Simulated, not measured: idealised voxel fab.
Proc. module: voxel transistor to metal
The cross-section shown here is cut; it is 185 nm wide and divided into square cells measuring 5 nm on a side.
We lay out every cross-section as a grid of square cells and spell it out in bands from the top down, where one band means one or more rows of cells. For a band, the entry starts with two heights in nm, that of the top and then that of the bottom, and carries on with the band's materials in order from left to right, each alongside its width in nm; the word "everywhere" beside a single material means it fills the band edge to edge, and "air" means empty space. Counting heights begins at 0, where everything beneath is, in the wafer as received, one material. The lowest band has no bottom; it goes on downwards, as "0..down" shows. The notation "30 to 40" denotes a width that varies across the rows of cells in the band, beginning at the first number in the top row, finishing at the second number in the bottom row, and changing by an identical amount from each row to the next. Reading "no alterations made" for a step: not a cell of the cross-section changed in it. The label "Trapped void list" introduces a list of the empty spaces, 8 cells or larger, that have no open way up to the top; each entry in it reads width x height at distance, where the distance is taken from the left edge and all three are stated in nm. Heads up: the bit after the settings on a step's line is the simulator's remark on that step. What "overlay nm" on a step's line means: if the step has a mask, that mask lay this far to the right of its planned place, or, when the value is negative, to the left.
The following list gives the planned process steps
1: RECEIVE, material Si
2: CONFORMAL_DEP, material SiO2, thk nm 5
3: CONFORMAL_DEP, material SiN, thk nm 10
4: DIRECTIONAL_DEP, material aC, thk nm 10
5: PATTERN, tone cover, mask id ACTIVE, material resist, width nm 125, thk nm 30, overlay nm 0
6: DIRECTIONAL_ETCH, etch materials aC, depth nm 10
7: STRIP, etch materials resist
8: DIRECTIONAL_ETCH, etch materials SiN, depth nm 10
9: DIRECTIONAL_ETCH, etch materials SiO2, depth nm 5
10: DIRECTIONAL_ETCH, etch materials Si, depth nm 20
11: STRIP, etch materials aC
12: FILL_DEP, material SiO2, thk nm 10
13: CMP, height nm 15
14: SELECTIVE_ETCH, etch materials SiO2, depth nm 5
15: STRIP, etch materials SiN
16: SELECTIVE_ETCH, etch materials SiO2, depth nm 5
17: OXIDIZE, depth nm 5
18: DIRECTIONAL_DEP, material polySi, thk nm 30
19: DIRECTIONAL_DEP, material SiCN, thk nm 10
20: MASKED_ETCH, tone cover, mask id GATE, width nm 35, etch materials SiCN, depth nm 20, overlay nm 0
21: MASKED_ETCH, tone cover, mask id GATE, width nm 35, etch materials polySi, depth nm 40, overlay nm 0
22: CONFORMAL_DEP, material SiN, thk nm 10
23: DIRECTIONAL_ETCH, etch materials SiN, depth nm 10
24: DIRECTIONAL_ETCH, etch materials SiO2, depth nm 5
25: DIRECTIONAL_ETCH, etch materials Si, depth nm 5
26: EPI, material SiGe, thk nm 5
27: FILL_DEP, material SiO2, thk nm 5
28: CMP, height nm 30
29: STRIP, etch materials polySi
30: SELECTIVE_ETCH, etch materials SiO2, depth nm 5
31: CONFORMAL_DEP, material HfO2, thk nm 5
32: CONFORMAL_DEP, material TiN, thk nm 5
33: FILL_DEP, material W, thk nm 5
34: CMP, height nm 25
35: DIRECTIONAL_DEP, material SiO2, thk nm 15
36: MASKED_ETCH, tone open, mask id CONTACT, width nm 20, pitch nm 95, etch materials SiO2, depth nm 45, overlay nm -15
37: CONFORMAL_DEP, material TiN, thk nm 5
38: FILL_DEP, material Ru, thk nm 5
39: CMP, height nm 40
40: CONFORMAL_DEP, material SiN, thk nm 5
41: DIRECTIONAL_DEP, material SiO2, thk nm 15
42: PATTERN, tone open, mask id METAL_1, material resist, width nm 20, pitch nm 95, thk nm 15, overlay nm 0
43: DIRECTIONAL_ETCH, etch materials SiO2, depth nm 15
44: DIRECTIONAL_ETCH, etch materials SiN, depth nm 5
45: STRIP, etch materials resist
46: CONFORMAL_DEP, material TiN, thk nm 5
47: FILL_DEP, material Cu, thk nm 10
48: CMP, height nm 60
49: CONFORMAL_DEP, material SiN, thk nm 5
Across this set of wafers, the varied parameter is the overlay nm of step 36. Starting conditions are identical for every wafer, and the plan reports the value assigned to the first wafer.
Here's the first of the wafers in cross-section, just as we got it, i.e. after step 1
  0..down  Si everywhere
  Trapped void list: none
Per wafer (row), end of module: delta in cells per material since receipt, (+) for gained, (-) for lost; closed voids after that
overlay nm -15, +12 Cu, +19 HfO2, +21 Ru, -85 Si, +16 SiGe, +90 SiN, +324 SiO2, +72 TiN, +12 W, Trapped void list: none
overlay nm -10, +12 Cu, +19 HfO2, +27 Ru, -85 Si, +16 SiGe, +90 SiN, +318 SiO2, +72 TiN, +12 W, Trapped void list: none
overlay nm -5, +12 Cu, +19 HfO2, +29 Ru, -85 Si, +16 SiGe, +90 SiN, +315 SiO2, +73 TiN, +12 W, Trapped void list: none
overlay nm 0, +12 Cu, +19 HfO2, +30 Ru, -85 Si, +16 SiGe, +90 SiN, +314 SiO2, +73 TiN, +12 W, Trapped void list: none
overlay nm 5, +12 Cu, +19 HfO2, +29 Ru, -85 Si, +16 SiGe, +90 SiN, +315 SiO2, +73 TiN, +12 W, Trapped void list: none
overlay nm 10, +12 Cu, +19 HfO2, +27 Ru, -85 Si, +16 SiGe, +90 SiN, +318 SiO2, +72 TiN, +12 W, Trapped void list: none
overlay nm 15, +12 Cu, +19 HfO2, +21 Ru, -85 Si, +16 SiGe, +90 SiN, +324 SiO2, +72 TiN, +12 W, Trapped void list: none
